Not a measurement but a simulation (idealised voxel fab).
process module | voxel tone inversion
cross-section cut | 280 nm wide | cells 5 nm
A cross-section is a grid of square cells, given in bands from the top down. A band is one or more rows of cells.
Each band's line starts with the height of the band's top and of its bottom, in nm. Then come its materials from left to right, each with its width in nm. One material with "throughout" fills the band from edge to edge. "air" is empty space.
Height 0 is the level under which the wafer as received is all one material. The lowest band goes on downwards, as in "0 down".
A width such as "30 to 40" changes by the same amount from each row of cells to the next, from the band's top row to its bottom row.
"no change" after a step means that no cell of the cross-section changed.
closed voids: empty space of 8 cells or more with no open way to the top, each as width x height at its distance from the left edge, in nm
after a step's settings: what the simulator itself notes on the step
overlay nm, on a step with a mask: how far to the right of its planned place the mask lay; to the left if negative
plan
1 op RECEIVE | material Si
2 op CONFORMAL_DEP | material SiN | thk nm 10
3 op DIRECTIONAL_DEP | material aC | thk nm 20
4 op PATTERN | tone cover | mask id POSTS | material resist | width nm 25 | pitch nm 40 | thk nm 25 | overlay nm 0
5 op DIRECTIONAL_ETCH | etch materials aC | depth nm 20
6 op STRIP | etch materials resist
7 op FILL_DEP | material lowk | thk nm 5
8 op CMP | height nm 30
9 op STRIP | etch materials aC
10 op CONFORMAL_DEP | material TiN | thk nm 5
11 op FILL_DEP | material Ru | thk nm 5
12 op CMP | height nm 30
13 op CONFORMAL_DEP | material SiN | thk nm 5
as received, after step 1
  0 down: Si throughout
  closed voids: none
a wafer at the end: this start, this plan, one mistake
  35 to 30: SiN throughout
  30 to 15: TiN 90 | Ru 15 | TiN 25 | Ru 15 | TiN 25 | Ru 15 | TiN 95
  15 to 10: TiN throughout
  10 to 0: SiN throughout
  0 down: Si throughout
  closed voids: none
what went wrong: step 7 ran as: op FILL_DEP | material TiN | thk nm 5
